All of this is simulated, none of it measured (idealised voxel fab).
process module | voxel lift off
cross-section cut | 195 nm wide | cells 5 nm
A cross-section is a grid of square cells, given in bands from the top down. A band is one or more rows of cells.
Each band's line starts with the height of the band's top and of its bottom, in nm. Then come its materials from left to right, each with its width in nm. One material with "throughout" fills the band from edge to edge. "air" is empty space.
Height 0 is the level under which the wafer as received is all one material. The lowest band goes on downwards, as in "0 down".
A width such as "30 to 40" changes by the same amount from each row of cells to the next, from the band's top row to its bottom row.
"no change" after a step means that no cell of the cross-section changed.
closed voids: empty space of 8 cells or more with no open way to the top, each as width x height at its distance from the left edge, in nm
after a step's settings: what the simulator itself notes on the step
overlay nm, on a step with a mask: how far to the right of its planned place the mask lay; to the left if negative
plan
1 op RECEIVE | material Si
2 op CONFORMAL_DEP | material Al2O3 | thk nm 5
3 op PATTERN | tone open | mask id LINES | material resist | width nm 25 | pitch nm 50 | thk nm 30 | overlay nm 0
4 op DIRECTIONAL_DEP | material Ru | thk nm 15
5 op STRIP | etch materials resist
6 op CONFORMAL_DEP | material SiN | thk nm 10
first wafer, as planned
as received, after step 1
  0 down: Si throughout
  closed voids: none
after step 2
  5 to 0: Al2O3 throughout
  below 0: unchanged
after step 3
  35 to 5: resist 35 | air 25 | resist 25 | air 25 | resist 25 | air 25 | resist 35
  below 5: unchanged
after step 4
  50 to 35: Ru 35 | air 25 | Ru 25 | air 25 | Ru 25 | air 25 | Ru 35
  35 to 20: resist 35 | air 25 | resist 25 | air 25 | resist 25 | air 25 | resist 35
  20 to 5: resist 35 | Ru 25 | resist 25 | Ru 25 | resist 25 | Ru 25 | resist 35
  below 5: unchanged
after step 5
  20 to 5: air 35 | Ru 25 | air 25 | Ru 25 | air 25 | Ru 25 | air 35
  below 5: unchanged
after step 6
  30 to 20: air 25 | SiN 45 | air 5 | SiN 45 | air 5 | SiN 45 | air 25
  20 to 15: air 25 | SiN 10 | Ru 25 | SiN 10 | air 5 | SiN 10 | Ru 25 | SiN 10 | air 5 | SiN 10 | Ru 25 | SiN 10 | air 25
  15 to 5: SiN 35 | Ru 25 | SiN 25 | Ru 25 | SiN 25 | Ru 25 | SiN 35
  below 5: unchanged
second wafer: like start, like plan, one mistake. Through step 2 it matches the first wafer
when step 3 should have ended
  35 to 5: air 35 | resist 25 | air 25 | resist 25 | air 25 | resist 25 | air 35
  below 5: unchanged
when step 4 should have ended
  50 to 35: air 35 | Ru 25 | air 25 | Ru 25 | air 25 | Ru 25 | air 35
  35 to 20: air 35 | resist 25 | air 25 | resist 25 | air 25 | resist 25 | air 35
  20 to 5: Ru 35 | resist 25 | Ru 25 | resist 25 | Ru 25 | resist 25 | Ru 35
  below 5: unchanged
when step 5 should have ended
  20 to 5: Ru 35 | air 25 | Ru 25 | air 25 | Ru 25 | air 25 | Ru 35
  below 5: unchanged
when step 6 should have ended
  30 to 20: SiN 45 | air 5 | SiN 45 | air 5 | SiN 45 | air 5 | SiN 45
  20 to 15: Ru 35 | SiN 10 | air 5 | SiN 10 | Ru 25 | SiN 10 | air 5 | SiN 10 | Ru 25 | SiN 10 | air 5 | SiN 10 | Ru 35
  15 to 5: Ru 35 | SiN 25 | Ru 25 | SiN 25 | Ru 25 | SiN 25 | Ru 35
  below 5: unchanged
what went wrong: step 3 ran as: op PATTERN | tone cover | mask id LINES | material resist | width nm 25 | pitch nm 50 | thk nm 30 | overlay nm 0
at the end the second wafer has, in cells: 27 more of Ru
